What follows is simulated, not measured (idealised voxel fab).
process module | voxel fin reveal
cross-section cut | 160 nm wide | cells 5 nm
A cross-section is a grid of square cells, given in bands from the top down. A band is one or more rows of cells.
Each band's line starts with the height of the band's top and of its bottom, in nm. Then come its materials from left to right, each with its width in nm. One material with "throughout" fills the band from edge to edge. "air" is empty space.
Height 0 is the level under which the wafer as received is all one material. The lowest band goes on downwards, as in "0 down".
A width such as "30 to 40" changes by the same amount from each row of cells to the next, from the band's top row to its bottom row.
"no change" after a step means that no cell of the cross-section changed.
closed voids: empty space of 8 cells or more with no open way to the top, each as width x height at its distance from the left edge, in nm
after a step's settings: what the simulator itself notes on the step
overlay nm, on a step with a mask: how far to the right of its planned place the mask lay; to the left if negative
plan
1 op RECEIVE | material Si
2 op CONFORMAL_DEP | material SiN | thk nm 10
3 op PATTERN | tone cover | mask id FINS | material resist | width nm 15 | pitch nm 40 | thk nm 20 | overlay nm 0
4 op DIRECTIONAL_ETCH | etch materials SiN | depth nm 10
5 op DIRECTIONAL_ETCH | etch materials Si | depth nm 30
6 op STRIP | etch materials resist
7 op OXIDIZE | depth nm 5
8 op FILL_DEP | material SiO2 | thk nm 5
9 op CMP | height nm 10
10 op SELECTIVE_ETCH | etch materials SiO2 | depth nm 25
11 op STRIP | etch materials SiN
12 op CONFORMAL_DEP | material HfO2 | thk nm 5
as received, after step 1
  0 down: Si throughout
  closed voids: none
first wafer at the end, as planned
  5 to 0: air 30 | HfO2 15 | air 25 | HfO2 15 | air 25 | HfO2 15 | air 35
  0 to -10: air 30 | HfO2 5 | Si 5 | HfO2 5 | air 25 | HfO2 5 | Si 5 | HfO2 5 | air 25 | HfO2 5 | Si 5 | HfO2 5 | air 35
  -10 to -15: HfO2 35 | Si 5 | HfO2 35 | Si 5 | HfO2 35 | Si 5 | HfO2 40
  -15 to -35: SiO2 35 | Si 5 | SiO2 35 | Si 5 | SiO2 35 | Si 5 | SiO2 40
  -35 down: Si throughout
  closed voids: none
second wafer at the end: like start, like plan, one mistake
  5 to 0: air 30 | HfO2 20 | air 20 | HfO2 20 | air 20 | HfO2 20 | air 30
  0 to -10: air 30 | HfO2 5 | Si 10 | HfO2 5 | air 20 | HfO2 5 | Si 10 | HfO2 5 | air 20 | HfO2 5 | Si 10 | HfO2 5 | air 30
  -10 to -15: HfO2 35 | Si 10 | HfO2 30 | Si 10 | HfO2 30 | Si 10 | HfO2 35
  -15 to -35: SiO2 35 | Si 10 | SiO2 30 | Si 10 | SiO2 30 | Si 10 | SiO2 35
  -35 down: Si throughout
  closed voids: none
what went wrong: step 3 ran as: op PATTERN | tone cover | mask id FINS | material resist | width nm 20 | pitch nm 40 | thk nm 20 | overlay nm 0
at the end the second wafer has, in cells: 21 more of Si | 12 fewer of SiO2
